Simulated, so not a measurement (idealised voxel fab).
The name of this process module is voxel transistor to metal.
It is cross-section cut that appears here, measuring 150 nm in width, its square cells being 5 nm in size.
Cross-section spec: square-cell grid; bands listed top down; each band is one or more rows.
The band entry comprises the height of the band's top followed by the height of its bottom, expressed in nm, and subsequently the band's materials from left to right, each stated together with its width in nm. Where a single material is marked with the word "edge to edge", that material fills the band from edge to edge. The word "empty" represents empty space.
Heads up on the height convention: 0 is the point under which the incoming wafer is all one material, and the lowest band has no bottom, it just keeps going down, like "0 down".
A width given as "30->40" starts at the first number in the band's top row and ends at the second number in its bottom row, shifting by an equal amount at every step from row to row.
Basically "no modifications" means that step didn't change any cell in the cross-section.
"Enclosed void entries" lists enclosed empty spaces (at least 8 cells, no open path upward to the top), each as width x height at distance from the left edge, in nm.
after a step's settings: what the simulator itself notes on the step
overlay nm: step with mask; distance mask lay right of planned place; negative value = left of planned place.

**Here's what the planned process steps look like**
1 RECEIVE [material Si]
2 OXIDIZE [depth nm 5]
3 CONFORMAL_DEP [material SiN] [thk nm 15]
4 MASKED_ETCH [tone cover] [mask id ACTIVE] [width nm 105] [etch materials SiN] [depth nm 15] [overlay nm 0]
5 MASKED_ETCH [tone cover] [mask id ACTIVE] [width nm 105] [etch materials SiO2] [depth nm 5] [overlay nm 0]
6 MASKED_ETCH [tone cover] [mask id ACTIVE] [width nm 105] [etch materials Si] [depth nm 35] [overlay nm 0]
7 FILL_DEP [material SiO2] [thk nm 15]
8 CMP [height nm 15]
9 SELECTIVE_ETCH [etch materials SiO2] [depth nm 15]
10 STRIP [etch materials SiN]
11 SELECTIVE_ETCH [etch materials SiO2] [depth nm 5]
12 OXIDIZE [depth nm 5]
13 DIRECTIONAL_DEP [material polySi] [thk nm 25]
14 DIRECTIONAL_DEP [material SiCN] [thk nm 15]
15 DIRECTIONAL_DEP [material aC] [thk nm 10]
16 PATTERN [tone cover] [mask id GATE] [material resist] [width nm 25] [thk nm 30] [overlay nm 0]
17 DIRECTIONAL_ETCH [etch materials aC] [depth nm 10]
18 STRIP [etch materials resist]
19 DIRECTIONAL_ETCH [etch materials SiCN] [depth nm 25]
20 DIRECTIONAL_ETCH [etch materials polySi] [depth nm 35]
21 STRIP [etch materials aC]
22 CONFORMAL_DEP [material SiN] [thk nm 5]
23 DIRECTIONAL_ETCH [etch materials SiN] [depth nm 5]
24 DIRECTIONAL_ETCH [etch materials SiO2] [depth nm 5]
25 DIRECTIONAL_ETCH [etch materials Si] [depth nm 5]
26 EPI [material SiGe] [thk nm 5]
27 FILL_DEP [material SiO2] [thk nm 10]
28 CMP [height nm 20]
29 STRIP [etch materials polySi]
30 SELECTIVE_ETCH [etch materials SiO2] [depth nm 5]
31 CONFORMAL_DEP [material HfO2] [thk nm 5]
32 CONFORMAL_DEP [material TiN] [thk nm 5]
33 FILL_DEP [material W] [thk nm 5]
34 CMP [height nm 15]
35 DIRECTIONAL_DEP [material SiO2] [thk nm 10]
36 MASKED_ETCH [tone open] [mask id CONTACT] [width nm 15] [pitch nm 80] [etch materials SiO2] [depth nm 35] [overlay nm 0]
37 CONFORMAL_DEP [material TiN] [thk nm 5]
38 FILL_DEP [material W] [thk nm 10]
39 CMP [height nm 25]
40 DIRECTIONAL_DEP [material TiN] [thk nm 5]
41 DIRECTIONAL_DEP [material W] [thk nm 15]
42 PATTERN [tone cover] [mask id METAL_1] [material resist] [width nm 15] [pitch nm 80] [thk nm 20] [overlay nm 0]
43 DIRECTIONAL_ETCH [etch materials W] [depth nm 15]
44 DIRECTIONAL_ETCH [etch materials TiN] [depth nm 5]
45 STRIP [etch materials resist]
46 FILL_DEP [material SiO2] [thk nm 5]
47 CMP [height nm 45]
48 CONFORMAL_DEP [material SiN] [thk nm 5]

**First wafer out of two, processed as planned**

**Cross-section of the wafer at receipt, which is the condition after step 1**
	0 down | Si edge to edge
	Enclosed void entries: none

**Take a look at the wafer's cross-section after step 2**
	0 to -5 | SiO2 edge to edge
	Below a height of -5, the structure has not been altered.

**Take a look at the wafer's cross-section after step 3**
	15 to 0 | SiN edge to edge
	Below a height of 0, the structure has not been altered.

**Take a look at the wafer's cross-section after step 4**
	15 to 0 | empty 20, then SiN 105, then empty 25
	Below a height of 0, the structure has not been altered.

**Take a look at the wafer's cross-section after step 5**
	15 to 0 | empty 20, then SiN 105, then empty 25
	0 to -5 | empty 20, then SiO2 105, then empty 25
	Below a height of -5, the structure has not been altered.

**Take a look at the wafer's cross-section after step 6**
	15 to 0 | empty 20, then SiN 105, then empty 25
	0 to -5 | empty 20, then SiO2 105, then empty 25
	-5 to -40 | empty 20, then Si 105, then empty 25
	Below a height of -40, the structure has not been altered.

**Take a look at the wafer's cross-section after step 7**
	30 to 15 | SiO2 edge to edge
	15 to 0 | SiO2 20, then SiN 105, then SiO2 25
	0 to -5 | SiO2 edge to edge
	-5 to -40 | SiO2 20, then Si 105, then SiO2 25
	Below a height of -40, the structure has not been altered.

**Take a look at the wafer's cross-section after step 8**
	15 to 0 | SiO2 20, then SiN 105, then SiO2 25
	Below a height of 0, the structure has not been altered.

**Take a look at the wafer's cross-section after step 9**
	15 to 0 | empty 20, then SiN 105, then empty 25
	Below a height of 0, the structure has not been altered.

**Take a look at the wafer's cross-section after step 10**
	0 to -5 | SiO2 edge to edge
	Below a height of -5, the structure has not been altered.

**Take a look at the wafer's cross-section after step 11**
	-5 to -40 | SiO2 20, then Si 105, then SiO2 25
	Below a height of -40, the structure has not been altered.

**Take a look at the wafer's cross-section after step 12**
	-5 to -10 | SiO2 edge to edge
	Below a height of -10, the structure has not been altered.

**Take a look at the wafer's cross-section after step 13**
	20 to -5 | polySi edge to edge
	Below a height of -5, the structure has not been altered.

**Take a look at the wafer's cross-section after step 14**
	35 to 20 | SiCN edge to edge
	Below a height of 20, the structure has not been altered.

**Take a look at the wafer's cross-section after step 15**
	45 to 35 | aC edge to edge
	Below a height of 35, the structure has not been altered.

**Take a look at the wafer's cross-section after step 16**
	75 to 45 | empty 60, then resist 25, then empty 65
	Below a height of 45, the structure has not been altered.

**Take a look at the wafer's cross-section after step 17**
	65 to 45 | empty 60, then resist 25, then empty 65
	45 to 35 | empty 60, then aC 25, then empty 65
	Below a height of 35, the structure has not been altered.

**Take a look at the wafer's cross-section after step 18**
	45 to 35 | empty 60, then aC 25, then empty 65
	Below a height of 35, the structure has not been altered.

**Take a look at the wafer's cross-section after step 19**
	45 to 35 | empty 60, then aC 25, then empty 65
	35 to 20 | empty 60, then SiCN 25, then empty 65
	Below a height of 20, the structure has not been altered.

**Take a look at the wafer's cross-section after step 20**
	45 to 35 | empty 60, then aC 25, then empty 65
	35 to 20 | empty 60, then SiCN 25, then empty 65
	20 to -5 | empty 60, then polySi 25, then empty 65
	Below a height of -5, the structure has not been altered.

**Take a look at the wafer's cross-section after step 21**
	35 to 20 | empty 60, then SiCN 25, then empty 65
	Below a height of 20, the structure has not been altered.

**Take a look at the wafer's cross-section after step 22**
	40 to 35 | empty 55, then SiN 35, then empty 60
	35 to 20 | empty 55, then SiN 5, then SiCN 25, then SiN 5, then empty 60
	20 to 0 | empty 55, then SiN 5, then polySi 25, then SiN 5, then empty 60
	0 to -5 | SiN 60, then polySi 25, then SiN 65
	Below a height of -5, the structure has not been altered.

**Take a look at the wafer's cross-section after step 23**
	35 to 20 | empty 55, then SiN 5, then SiCN 25, then SiN 5, then empty 60
	20 to -5 | empty 55, then SiN 5, then polySi 25, then SiN 5, then empty 60
	Below a height of -5, the structure has not been altered.

**Take a look at the wafer's cross-section after step 24**
	35 to 20 | empty 55, then SiN 5, then SiCN 25, then SiN 5, then empty 60
	20 to -5 | empty 55, then SiN 5, then polySi 25, then SiN 5, then empty 60
	-5 to -10 | empty 55, then SiO2 35, then empty 60
	Below a height of -10, the structure has not been altered.

**Take a look at the wafer's cross-section after step 25**
	35 to 20 | empty 55, then SiN 5, then SiCN 25, then SiN 5, then empty 60
	20 to -5 | empty 55, then SiN 5, then polySi 25, then SiN 5, then empty 60
	-5 to -10 | empty 55, then SiO2 35, then empty 60
	-10 to -15 | SiO2 20, then empty 35, then Si 35, then empty 35, then SiO2 25
	Below a height of -15, the structure has not been altered.

**Take a look at the wafer's cross-section after step 26**
	35 to 20 | empty 55, then SiN 5, then SiCN 25, then SiN 5, then empty 60
	20 to -5 | empty 55, then SiN 5, then polySi 25, then SiN 5, then empty 60
	-5 to -10 | empty 50, then SiGe 5, then SiO2 35, then SiGe 5, then empty 55
	-10 to -15 | SiO2 20, then SiGe 35, then Si 35, then SiGe 35, then SiO2 25
	Below a height of -15, the structure has not been altered.

**Take a look at the wafer's cross-section after step 27**
	45 to 35 | SiO2 edge to edge
	35 to 20 | SiO2 55, then SiN 5, then SiCN 25, then SiN 5, then SiO2 60
	20 to -5 | SiO2 55, then SiN 5, then polySi 25, then SiN 5, then SiO2 60
	-5 to -10 | SiO2 50, then SiGe 5, then SiO2 35, then SiGe 5, then SiO2 55
	Below a height of -10, the structure has not been altered.

**Take a look at the wafer's cross-section after step 28**
	20 to -5 | SiO2 55, then SiN 5, then polySi 25, then SiN 5, then SiO2 60
	Below a height of -5, the structure has not been altered.

**Take a look at the wafer's cross-section after step 29**
	20 to -5 | SiO2 55, then SiN 5, then empty 25, then SiN 5, then SiO2 60
	Below a height of -5, the structure has not been altered.

**Take a look at the wafer's cross-section after step 30**
	20 to 15 | empty 55, then SiN 5, then empty 25, then SiN 5, then empty 60
	15 to -5 | SiO2 55, then SiN 5, then empty 25, then SiN 5, then SiO2 60
	-5 to -10 | SiO2 50, then SiGe 5, then empty 35, then SiGe 5, then SiO2 55
	Below a height of -10, the structure has not been altered.

**Take a look at the wafer's cross-section after step 31**
	25 to 20 | empty 50, then HfO2 15, then empty 15, then HfO2 15, then empty 55
	20 to 15 | HfO2 55, then SiN 5, then HfO2 5, then empty 15, then HfO2 5, then SiN 5, then HfO2 60
	15 to -5 | SiO2 55, then SiN 5, then HfO2 5, then empty 15, then HfO2 5, then SiN 5, then SiO2 60
	-5 to -10 | SiO2 50, then SiGe 5, then HfO2 35, then SiGe 5, then SiO2 55
	Below a height of -10, the structure has not been altered.

**Take a look at the wafer's cross-section after step 32**
	30 to 25 | empty 45, then TiN 25, then empty 5, then TiN 25, then empty 50
	25 to 20 | TiN 50, then HfO2 15, then TiN 5, then empty 5, then TiN 5, then HfO2 15, then TiN 55
	20 to 15 | HfO2 55, then SiN 5, then HfO2 5, then TiN 5, then empty 5, then TiN 5, then HfO2 5, then SiN 5, then HfO2 60
	15 to 0 | SiO2 55, then SiN 5, then HfO2 5, then TiN 5, then empty 5, then TiN 5, then HfO2 5, then SiN 5, then SiO2 60
	0 to -5 | SiO2 55, then SiN 5, then HfO2 5, then TiN 15, then HfO2 5, then SiN 5, then SiO2 60
	Below a height of -5, the structure has not been altered.

**Take a look at the wafer's cross-section after step 33**
	35 to 30 | W edge to edge
	30 to 25 | W 45, then TiN 25, then W 5, then TiN 25, then W 50
	25 to 20 | TiN 50, then HfO2 15, then TiN 5, then W 5, then TiN 5, then HfO2 15, then TiN 55
	20 to 15 | HfO2 55, then SiN 5, then HfO2 5, then TiN 5, then W 5, then TiN 5, then HfO2 5, then SiN 5, then HfO2 60
	15 to 0 | SiO2 55, then SiN 5, then HfO2 5, then TiN 5, then W 5, then TiN 5, then HfO2 5, then SiN 5, then SiO2 60
	Below a height of 0, the structure has not been altered.

**Take a look at the wafer's cross-section after step 34**
	15 to 0 | SiO2 55, then SiN 5, then HfO2 5, then TiN 5, then W 5, then TiN 5, then HfO2 5, then SiN 5, then SiO2 60
	Below a height of 0, the structure has not been altered.

**Take a look at the wafer's cross-section after step 35**
	25 to 15 | SiO2 edge to edge
	Below a height of 15, the structure has not been altered.

**Take a look at the wafer's cross-section after step 36**
	25 to 15 | SiO2 25, then empty 15, then SiO2 65, then empty 15, then SiO2 30
	15 to 0 | SiO2 25, then empty 15, then SiO2 15, then SiN 5, then HfO2 5, then TiN 5, then W 5, then TiN 5, then HfO2 5, then SiN 5, then SiO2 15, then empty 15, then SiO2 30
	0 to -5 | SiO2 25, then empty 15, then SiO2 15, then SiN 5, then HfO2 5, then TiN 15, then HfO2 5, then SiN 5, then SiO2 15, then empty 15, then SiO2 30
	-5 to -10 | SiO2 25, then empty 15, then SiO2 10, then SiGe 5, then HfO2 35, then SiGe 5, then SiO2 10, then empty 15, then SiO2 30
	Below a height of -10, the structure has not been altered.

**Take a look at the wafer's cross-section after step 37**
	30 to 25 | TiN 30, then empty 5, then TiN 75, then empty 5, then TiN 35
	25 to 15 | SiO2 25, then TiN 5, then empty 5, then TiN 5, then SiO2 65, then TiN 5, then empty 5, then TiN 5, then SiO2 30
	15 to 0 | SiO2 25, then TiN 5, then empty 5, then TiN 5, then SiO2 15, then SiN 5, then HfO2 5, then TiN 5, then W 5, then TiN 5, then HfO2 5, then SiN 5, then SiO2 15, then TiN 5, then empty 5, then TiN 5, then SiO2 30
	0 to -5 | SiO2 25, then TiN 5, then empty 5, then TiN 5, then SiO2 15, then SiN 5, then HfO2 5, then TiN 15, then HfO2 5, then SiN 5, then SiO2 15, then TiN 5, then empty 5, then TiN 5, then SiO2 30
	-5 to -10 | SiO2 25, then TiN 15, then SiO2 10, then SiGe 5, then HfO2 35, then SiGe 5, then SiO2 10, then TiN 15, then SiO2 30
	Below a height of -10, the structure has not been altered.

**Take a look at the wafer's cross-section after step 38**
	40 to 30 | W edge to edge
	30 to 25 | TiN 30, then W 5, then TiN 75, then W 5, then TiN 35
	25 to 15 | SiO2 25, then TiN 5, then W 5, then TiN 5, then SiO2 65, then TiN 5, then W 5, then TiN 5, then SiO2 30
	15 to 0 | SiO2 25, then TiN 5, then W 5, then TiN 5, then SiO2 15, then SiN 5, then HfO2 5, then TiN 5, then W 5, then TiN 5, then HfO2 5, then SiN 5, then SiO2 15, then TiN 5, then W 5, then TiN 5, then SiO2 30
	0 to -5 | SiO2 25, then TiN 5, then W 5, then TiN 5, then SiO2 15, then SiN 5, then HfO2 5, then TiN 15, then HfO2 5, then SiN 5, then SiO2 15, then TiN 5, then W 5, then TiN 5, then SiO2 30
	Below a height of -5, the structure has not been altered.

**Take a look at the wafer's cross-section after step 39**
	25 to 15 | SiO2 25, then TiN 5, then W 5, then TiN 5, then SiO2 65, then TiN 5, then W 5, then TiN 5, then SiO2 30
	Below a height of 15, the structure has not been altered.

**Take a look at the wafer's cross-section after step 40**
	30 to 25 | TiN edge to edge
	Below a height of 25, the structure has not been altered.

**Take a look at the wafer's cross-section after step 41**
	45 to 30 | W edge to edge
	Below a height of 30, the structure has not been altered.

**Take a look at the wafer's cross-section after step 42**
	65 to 45 | empty 25, then resist 15, then empty 65, then resist 15, then empty 30
	Below a height of 45, the structure has not been altered.

**Take a look at the wafer's cross-section after step 43**
	65 to 45 | empty 25, then resist 15, then empty 65, then resist 15, then empty 30
	45 to 30 | empty 25, then W 15, then empty 65, then W 15, then empty 30
	Below a height of 30, the structure has not been altered.

**Take a look at the wafer's cross-section after step 44**
	65 to 45 | empty 25, then resist 15, then empty 65, then resist 15, then empty 30
	45 to 30 | empty 25, then W 15, then empty 65, then W 15, then empty 30
	30 to 25 | empty 25, then TiN 15, then empty 65, then TiN 15, then empty 30
	Below a height of 25, the structure has not been altered.

**Take a look at the wafer's cross-section after step 45**
	45 to 30 | empty 25, then W 15, then empty 65, then W 15, then empty 30
	Below a height of 30, the structure has not been altered.

**Take a look at the wafer's cross-section after step 46**
	50 to 45 | SiO2 edge to edge
	45 to 30 | SiO2 25, then W 15, then SiO2 65, then W 15, then SiO2 30
	30 to 25 | SiO2 25, then TiN 15, then SiO2 65, then TiN 15, then SiO2 30
	Below a height of 25, the structure has not been altered.

**Take a look at the wafer's cross-section after step 47**
	45 to 30 | SiO2 25, then W 15, then SiO2 65, then W 15, then SiO2 30
	Below a height of 30, the structure has not been altered.

**Take a look at the wafer's cross-section after step 48**
	50 to 45 | SiN edge to edge
	Below a height of 45, the structure has not been altered.

**Second wafer. Start and plan as for the first. One mistake made in running. Agrees with the first up to and including step 35**

**Second wafer cross-section, taken as of the time the plan sets for step 36 to be done**
	25 to 15 | empty 25, then SiO2 15, then empty 65, then SiO2 15, then empty 30
	15 to 0 | empty 25, then SiO2 15, then empty 15, then SiN 5, then HfO2 5, then TiN 5, then W 5, then TiN 5, then HfO2 5, then SiN 5, then empty 15, then SiO2 15, then empty 30
	0 to -5 | empty 25, then SiO2 15, then empty 15, then SiN 5, then HfO2 5, then TiN 15, then HfO2 5, then SiN 5, then empty 15, then SiO2 15, then empty 30
	-5 to -10 | empty 25, then SiO2 15, then empty 10, then SiGe 5, then HfO2 35, then SiGe 5, then empty 10, then SiO2 15, then empty 30
	Below a height of -10, the structure has not been altered.

**Second wafer cross-section, taken as of the time the plan sets for step 37 to be done**
	30 to 25 | empty 20, then TiN 25, then empty 55, then TiN 25, then empty 25
	25 to 20 | empty 20, then TiN 5, then SiO2 15, then TiN 5, then empty 55, then TiN 5, then SiO2 15, then TiN 5, then empty 25
	20 to 15 | empty 20, then TiN 5, then SiO2 15, then TiN 5, then empty 5, then TiN 45, then empty 5, then TiN 5, then SiO2 15, then TiN 5, then empty 25
	15 to 0 | empty 20, then TiN 5, then SiO2 15, then TiN 5, then empty 5, then TiN 5, then SiN 5, then HfO2 5, then TiN 5, then W 5, then TiN 5, then HfO2 5, then SiN 5, then TiN 5, then empty 5, then TiN 5, then SiO2 15, then TiN 5, then empty 25
	0 to -5 | empty 20, then TiN 5, then SiO2 15, then TiN 15, then SiN 5, then HfO2 5, then TiN 15, then HfO2 5, then SiN 5, then TiN 15, then SiO2 15, then TiN 5, then empty 25
	-5 to -10 | TiN 25, then SiO2 15, then TiN 10, then SiGe 5, then HfO2 35, then SiGe 5, then TiN 10, then SiO2 15, then TiN 30
	Below a height of -10, the structure has not been altered.

**Second wafer cross-section, taken as of the time the plan sets for step 38 to be done**
	40 to 30 | W edge to edge
	30 to 25 | W 20, then TiN 25, then W 55, then TiN 25, then W 25
	25 to 20 | W 20, then TiN 5, then SiO2 15, then TiN 5, then W 55, then TiN 5, then SiO2 15, then TiN 5, then W 25
	20 to 15 | W 20, then TiN 5, then SiO2 15, then TiN 5, then W 5, then TiN 45, then W 5, then TiN 5, then SiO2 15, then TiN 5, then W 25
	15 to 0 | W 20, then TiN 5, then SiO2 15, then TiN 5, then W 5, then TiN 5, then SiN 5, then HfO2 5, then TiN 5, then W 5, then TiN 5, then HfO2 5, then SiN 5, then TiN 5, then W 5, then TiN 5, then SiO2 15, then TiN 5, then W 25
	0 to -5 | W 20, then TiN 5, then SiO2 15, then TiN 15, then SiN 5, then HfO2 5, then TiN 15, then HfO2 5, then SiN 5, then TiN 15, then SiO2 15, then TiN 5, then W 25
	Below a height of -5, the structure has not been altered.

**Second wafer cross-section, taken as of the time the plan sets for step 39 to be done**
	25 to 20 | W 20, then TiN 5, then SiO2 15, then TiN 5, then W 55, then TiN 5, then SiO2 15, then TiN 5, then W 25
	Below a height of 20, the structure has not been altered.

**Second wafer cross-section, taken as of the time the plan sets for step 40 to be done**
	30 to 25 | TiN edge to edge
	Below a height of 25, the structure has not been altered.

**Second wafer cross-section, taken as of the time the plan sets for step 41 to be done**
	45 to 30 | W edge to edge
	Below a height of 30, the structure has not been altered.

**Second wafer cross-section, taken as of the time the plan sets for step 42 to be done**
	65 to 45 | empty 25, then resist 15, then empty 65, then resist 15, then empty 30
	Below a height of 45, the structure has not been altered.

**Second wafer cross-section, taken as of the time the plan sets for step 43 to be done**
	65 to 45 | empty 25, then resist 15, then empty 65, then resist 15, then empty 30
	45 to 30 | empty 25, then W 15, then empty 65, then W 15, then empty 30
	Below a height of 30, the structure has not been altered.

**Second wafer cross-section, taken as of the time the plan sets for step 44 to be done**
	65 to 45 | empty 25, then resist 15, then empty 65, then resist 15, then empty 30
	45 to 30 | empty 25, then W 15, then empty 65, then W 15, then empty 30
	30 to 25 | empty 25, then TiN 15, then empty 65, then TiN 15, then empty 30
	Below a height of 25, the structure has not been altered.

**Second wafer cross-section, taken as of the time the plan sets for step 45 to be done**
	45 to 30 | empty 25, then W 15, then empty 65, then W 15, then empty 30
	Below a height of 30, the structure has not been altered.

**Second wafer cross-section, taken as of the time the plan sets for step 46 to be done**
	50 to 45 | SiO2 edge to edge
	45 to 30 | SiO2 25, then W 15, then SiO2 65, then W 15, then SiO2 30
	30 to 25 | SiO2 25, then TiN 15, then SiO2 65, then TiN 15, then SiO2 30
	Below a height of 25, the structure has not been altered.

**Second wafer cross-section, taken as of the time the plan sets for step 47 to be done**
	45 to 30 | SiO2 25, then W 15, then SiO2 65, then W 15, then SiO2 30
	Below a height of 30, the structure has not been altered.

**Second wafer cross-section, taken as of the time the plan sets for step 48 to be done**
	50 to 45 | SiN edge to edge
	Below a height of 45, the structure has not been altered.
Run error: rather than as planned, step 36 actually ran as MASKED_ETCH [tone cover] [mask id CONTACT] [width nm 15] [pitch nm 80] [etch materials SiO2] [depth nm 35] [overlay nm 0]
Looking at both finished wafers in cells, the second ends up ahead of or behind the first on some materials: SiO2: 89 fewer | TiN: 28 more | W: 61 more
